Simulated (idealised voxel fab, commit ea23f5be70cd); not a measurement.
process module | voxel wiring stack
cross-section cut | 205 nm wide | cells 5 nm
A cross-section is a grid of square cells, given in bands from the top down. A band is one or more rows of cells.
Each band's line starts with the height of the band's top and of its bottom, in nm. Then come its materials from left to right, each with its width in nm. One material with "throughout" fills the band from edge to edge. "air" is empty space.
Height 0 is the level under which the wafer as received is all one material. The lowest band goes on downwards, as in "0 down".
A width such as "30 to 40" changes by the same amount from each row of cells to the next, from the band's top row to its bottom row.
"no change" after a step means that no cell of the cross-section changed.
closed voids: empty space of 8 cells or more with no open way to the top, each as width x height at its distance from the left edge, in nm
after a step's settings: what the simulator itself notes on the step
overlay nm, on a step with a mask: how far to the right of its planned place the mask lay; to the left if negative
plan
1 op RECEIVE | material Si
2 op CONFORMAL_DEP | material SiO2 | thk nm 15
3 op DIRECTIONAL_DEP | material TiN | thk nm 5
4 op DIRECTIONAL_DEP | material W | thk nm 15
5 op MASKED_ETCH | tone cover | mask id METAL_1 | width nm 30 | pitch nm 60 | etch materials W | depth nm 15 | overlay nm 0
6 op MASKED_ETCH | tone cover | mask id METAL_1 | width nm 30 | pitch nm 60 | etch materials TiN | depth nm 5 | overlay nm 0
7 op CONFORMAL_DEP | material SiN | thk nm 5
8 op FILL_DEP | material lowk | thk nm 10
9 op CMP | height nm 35
10 op CONFORMAL_DEP | material SiCN | thk nm 5
11 op DIRECTIONAL_DEP | material SiO2 | thk nm 20
12 op DIRECTIONAL_DEP | material aC | thk nm 10
13 op PATTERN | tone open | mask id PLUG_1 | material resist | width nm 15 | pitch nm 60 | thk nm 25 | overlay nm 0
14 op DIRECTIONAL_ETCH | etch materials aC | depth nm 10
15 op STRIP | etch materials resist
16 op DIRECTIONAL_ETCH | etch materials SiO2 | depth nm 20
17 op DIRECTIONAL_ETCH | etch materials SiCN | depth nm 5
18 op STRIP | etch materials aC
19 op EPI | material Ru | thk nm 10
20 op EPI | material Ru | thk nm 10
21 op EPI | material Ru | thk nm 5
22 op DIRECTIONAL_DEP | material TiN | thk nm 5
23 op DIRECTIONAL_DEP | material Ru | thk nm 15
24 op PATTERN | tone cover | mask id METAL_2 | material resist | width nm 30 | pitch nm 60 | thk nm 20 | overlay nm 0
25 op DIRECTIONAL_ETCH | etch materials Ru | depth nm 15
26 op DIRECTIONAL_ETCH | etch materials TiN | depth nm 5
27 op STRIP | etch materials resist
28 op CONFORMAL_DEP | material SiCN | thk nm 5
29 op FILL_DEP | material lowk | thk nm 5
30 op CMP | height nm 80
31 op CONFORMAL_DEP | material SiCN | thk nm 5
first wafer, as planned
as received, after step 1
  0 down: Si throughout
  closed voids: none
after step 2
  15 to 0: SiO2 throughout
  below 0: unchanged
after step 3
  20 to 15: TiN throughout
  below 15: unchanged
after step 4
  35 to 20: W throughout
  below 20: unchanged
after step 5
  35 to 20: air 25 | W 30 | air 30 | W 30 | air 30 | W 30 | air 30
  below 20: unchanged
after step 6
  35 to 20: air 25 | W 30 | air 30 | W 30 | air 30 | W 30 | air 30
  20 to 15: air 25 | TiN 30 | air 30 | TiN 30 | air 30 | TiN 30 | air 30
  below 15: unchanged
after step 7
  40 to 35: air 20 | SiN 40 | air 20 | SiN 40 | air 20 | SiN 40 | air 25
  35 to 20: air 20 | SiN 5 | W 30 | SiN 5 | air 20 | SiN 5 | W 30 | SiN 5 | air 20 | SiN 5 | W 30 | SiN 5 | air 25
  20 to 15: SiN 25 | TiN 30 | SiN 30 | TiN 30 | SiN 30 | TiN 30 | SiN 30
  below 15: unchanged
after step 8
  50 to 40: lowk throughout
  40 to 35: lowk 20 | SiN 40 | lowk 20 | SiN 40 | lowk 20 | SiN 40 | lowk 25
  35 to 20: lowk 20 | SiN 5 | W 30 | SiN 5 | lowk 20 | SiN 5 | W 30 | SiN 5 | lowk 20 | SiN 5 | W 30 | SiN 5 | lowk 25
  below 20: unchanged
after step 9
  35 to 20: lowk 20 | SiN 5 | W 30 | SiN 5 | lowk 20 | SiN 5 | W 30 | SiN 5 | lowk 20 | SiN 5 | W 30 | SiN 5 | lowk 25
  below 20: unchanged
after step 10
  40 to 35: SiCN throughout
  below 35: unchanged
after step 11
  60 to 40: SiO2 throughout
  below 40: unchanged
after step 12
  70 to 60: aC throughout
  below 60: unchanged
after step 13
  95 to 70: resist 25 | air 15 | resist 45 | air 15 | resist 45 | air 15 | resist 45
  below 70: unchanged
after step 14
  85 to 70: resist 25 | air 15 | resist 45 | air 15 | resist 45 | air 15 | resist 45
  70 to 60: aC 25 | air 15 | aC 45 | air 15 | aC 45 | air 15 | aC 45
  below 60: unchanged
after step 15
  70 to 60: aC 25 | air 15 | aC 45 | air 15 | aC 45 | air 15 | aC 45
  below 60: unchanged
after step 16
  70 to 60: aC 25 | air 15 | aC 45 | air 15 | aC 45 | air 15 | aC 45
  60 to 40: SiO2 25 | air 15 | SiO2 45 | air 15 | SiO2 45 | air 15 | SiO2 45
  below 40: unchanged
after step 17
  70 to 60: aC 25 | air 15 | aC 45 | air 15 | aC 45 | air 15 | aC 45
  60 to 40: SiO2 25 | air 15 | SiO2 45 | air 15 | SiO2 45 | air 15 | SiO2 45
  40 to 35: SiCN 25 | air 15 | SiCN 45 | air 15 | SiCN 45 | air 15 | SiCN 45
  below 35: unchanged
after step 18
  60 to 40: SiO2 25 | air 15 | SiO2 45 | air 15 | SiO2 45 | air 15 | SiO2 45
  below 40: unchanged
after step 19
  60 to 45: SiO2 25 | air 15 | SiO2 45 | air 15 | SiO2 45 | air 15 | SiO2 45
  45 to 40: SiO2 25 | Ru 15 | SiO2 45 | Ru 15 | SiO2 45 | Ru 15 | SiO2 45
  40 to 35: SiCN 25 | Ru 15 | SiCN 45 | Ru 15 | SiCN 45 | Ru 15 | SiCN 45
  below 35: unchanged
after step 20
  60 to 55: SiO2 25 | air 15 | SiO2 45 | air 15 | SiO2 45 | air 15 | SiO2 45
  55 to 40: SiO2 25 | Ru 15 | SiO2 45 | Ru 15 | SiO2 45 | Ru 15 | SiO2 45
  below 40: unchanged
after step 21
  60 to 40: SiO2 25 | Ru 15 | SiO2 45 | Ru 15 | SiO2 45 | Ru 15 | SiO2 45
  below 40: unchanged
after step 22
  65 to 60: TiN throughout
  below 60: unchanged
after step 23
  80 to 65: Ru throughout
  below 65: unchanged
after step 24
  100 to 80: air 25 | resist 30 | air 30 | resist 30 | air 30 | resist 30 | air 30
  below 80: unchanged
after step 25
  100 to 80: air 25 | resist 30 | air 30 | resist 30 | air 30 | resist 30 | air 30
  80 to 65: air 25 | Ru 30 | air 30 | Ru 30 | air 30 | Ru 30 | air 30
  below 65: unchanged
after step 26
  100 to 80: air 25 | resist 30 | air 30 | resist 30 | air 30 | resist 30 | air 30
  80 to 65: air 25 | Ru 30 | air 30 | Ru 30 | air 30 | Ru 30 | air 30
  65 to 60: air 25 | TiN 30 | air 30 | TiN 30 | air 30 | TiN 30 | air 30
  below 60: unchanged
after step 27
  80 to 65: air 25 | Ru 30 | air 30 | Ru 30 | air 30 | Ru 30 | air 30
  below 65: unchanged
after step 28
  85 to 80: air 20 | SiCN 40 | air 20 | SiCN 40 | air 20 | SiCN 40 | air 25
  80 to 65: air 20 | SiCN 5 | Ru 30 | SiCN 5 | air 20 | SiCN 5 | Ru 30 | SiCN 5 | air 20 | SiCN 5 | Ru 30 | SiCN 5 | air 25
  65 to 60: SiCN 25 | TiN 30 | SiCN 30 | TiN 30 | SiCN 30 | TiN 30 | SiCN 30
  below 60: unchanged
after step 29
  90 to 85: lowk throughout
  85 to 80: lowk 20 | SiCN 40 | lowk 20 | SiCN 40 | lowk 20 | SiCN 40 | lowk 25
  80 to 65: lowk 20 | SiCN 5 | Ru 30 | SiCN 5 | lowk 20 | SiCN 5 | Ru 30 | SiCN 5 | lowk 20 | SiCN 5 | Ru 30 | SiCN 5 | lowk 25
  below 65: unchanged
after step 30
  80 to 65: lowk 20 | SiCN 5 | Ru 30 | SiCN 5 | lowk 20 | SiCN 5 | Ru 30 | SiCN 5 | lowk 20 | SiCN 5 | Ru 30 | SiCN 5 | lowk 25
  below 65: unchanged
after step 31
  85 to 80: SiCN throughout
  below 80: unchanged
second wafer: like start, like plan, one mistake. Through step 28 it matches the first wafer
when step 29 should have ended
  90 to 85: SiO2 throughout
  85 to 80: SiO2 20 | SiCN 40 | SiO2 20 | SiCN 40 | SiO2 20 | SiCN 40 | SiO2 25
  80 to 65: SiO2 20 | SiCN 5 | Ru 30 | SiCN 5 | SiO2 20 | SiCN 5 | Ru 30 | SiCN 5 | SiO2 20 | SiCN 5 | Ru 30 | SiCN 5 | SiO2 25
  below 65: unchanged
when step 30 should have ended
  80 to 65: SiO2 20 | SiCN 5 | Ru 30 | SiCN 5 | SiO2 20 | SiCN 5 | Ru 30 | SiCN 5 | SiO2 20 | SiCN 5 | Ru 30 | SiCN 5 | SiO2 25
  below 65: unchanged
when step 31 should have ended
  85 to 80: SiCN throughout
  below 80: unchanged
what went wrong: step 29 ran as: op FILL_DEP | material SiO2 | thk nm 5
at the end the second wafer has, in cells: 51 more of SiO2 | 51 fewer of lowk
